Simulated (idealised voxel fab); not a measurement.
process module | voxel wiring stack
Cross-section cut: width 160 nm, square cells of 5 nm.
Cross-section spec: square-cell grid; bands listed top down; each band is one or more rows.
Quick guide to a band line: top height, bottom height (nm) up front; then every material left to right with its width in nm. Only one material and it's marked "edge to edge"? Then it fills the band edge to edge. And "blank" just means empty space.
For the purposes of this specification, 0 denotes the height below which the wafer in its as-received condition is composed wholly of one material, and the lowermost band, lacking a lower limit, extends downward without end, as expressed in "0 and below".
Width "30 to 40": first value at the band's top row of cells, second value at its bottom row, equal change from row to row.
The cross-section has no changed cell in any step marked "left unchanged".
Reported under the label "Trapped cavities" are the empty spaces having no open way to the top and comprising 8 cells or more; the notation for each is width x height at distance, in which the distance is measured from the left edge and all three values are in nm.
Anything after a step's settings on that line? It's the simulator's own note about the step.
overlay nm: how far to the right of its planned place the mask lay on this masked step (negative: to the left).

[Set out below are the planned steps of the process]
1) RECEIVE, material Si
2) CONFORMAL_DEP, material SiO2, thk nm 15
3) DIRECTIONAL_DEP, material TiN, thk nm 5
4) DIRECTIONAL_DEP, material W, thk nm 25
5) PATTERN, tone cover, mask id METAL_1, material resist, width nm 20, pitch nm 40, thk nm 20, overlay nm 0
6) DIRECTIONAL_ETCH, etch materials W, depth nm 25
7) DIRECTIONAL_ETCH, etch materials TiN, depth nm 5
8) STRIP, etch materials resist
9) FILL_DEP, material lowk, thk nm 10
10) CMP, height nm 45
11) CONFORMAL_DEP, material SiCN, thk nm 5
12) DIRECTIONAL_DEP, material lowk, thk nm 30
13) DIRECTIONAL_DEP, material aC, thk nm 15
14) PATTERN, tone open, mask id METAL_2, material resist, width nm 15, pitch nm 40, thk nm 30, overlay nm 0
15) DIRECTIONAL_ETCH, etch materials aC, depth nm 15
16) STRIP, etch materials resist
17) DIRECTIONAL_ETCH, etch materials lowk, depth nm 15
18) STRIP, etch materials aC
19) MASKED_ETCH, tone open, mask id METAL_2_HOLES, width nm 15, pitch nm 40, etch materials lowk, depth nm 15, overlay nm 0
20) MASKED_ETCH, tone open, mask id METAL_2_HOLES, width nm 15, pitch nm 40, etch materials SiCN, depth nm 5, overlay nm 0
21) CONFORMAL_DEP, material TiN, thk nm 5
22) FILL_DEP, material Cu, thk nm 10
23) CMP, height nm 80
24) CONFORMAL_DEP, material SiN, thk nm 5
The wafers are alike at the start. At step 14, their width nm differs. The plan lists the first wafer's value.

[Cross-section of the first of several received wafers, showing its state after step 1]
  0 and below | Si edge to edge
  Trapped cavities: none

[The figure below presents a cross-section of the first of several wafers at the conclusion of the module, following its last step, step 24]
  85 down to 80 | SiN edge to edge
  80 down to 70 | lowk=50  TiN=5  Cu=10  TiN=5  lowk=20  TiN=5  Cu=10  TiN=5  lowk=50
  70 down to 65 | lowk=50  TiN=20  lowk=20  TiN=20  lowk=50
  65 down to 50 | lowk=55  TiN=10  lowk=30  TiN=10  lowk=55
  50 down to 45 | SiCN=55  TiN=10  SiCN=30  TiN=10  SiCN=55
  45 down to 20 | lowk=50  W=20  lowk=20  W=20  lowk=50
  20 down to 15 | lowk=50  TiN=20  lowk=20  TiN=20  lowk=50
  15 down to 0 | SiO2 edge to edge
  0 and below | Si edge to edge
  Trapped cavities: none

[Here's the last wafer cross-sectioned at the end of the module]
  85 down to 80 | SiN edge to edge
  80 down to 70 | lowk=50  TiN=5  Cu=15  TiN=5  lowk=15  TiN=5  Cu=15  TiN=5  lowk=45
  70 down to 65 | lowk=50  TiN=5  Cu=5  TiN=15  lowk=15  TiN=5  Cu=5  TiN=15  lowk=45
  65 down to 50 | lowk=50  TiN=5  Cu=5  TiN=5  lowk=25  TiN=5  Cu=5  TiN=5  lowk=55
  50 down to 45 | SiCN=50  TiN=15  SiCN=25  TiN=15  SiCN=55
  45 down to 20 | lowk=50  W=20  lowk=20  W=20  lowk=50
  20 down to 15 | lowk=50  TiN=20  lowk=20  TiN=20  lowk=50
  15 down to 0 | SiO2 edge to edge
  0 and below | Si edge to edge
  Trapped cavities: none

[Quick key for the table: a row per wafer, taken at the end of the module. For each material it tells you how many cells the wafer gained (+) or lost (-) since it came in, and the closed voids come after]
width nm 15, +8 Cu, +28 SiCN, +32 SiN, +96 SiO2, +40 TiN, +40 W, +300 lowk, Trapped cavities: none
width nm 20, +16 Cu, +26 SiCN, +32 SiN, +96 SiO2, +40 TiN, +40 W, +294 lowk, Trapped cavities: none
width nm 25, +20 Cu, +26 SiCN, +32 SiN, +96 SiO2, +42 TiN, +40 W, +288 lowk, Trapped cavities: none
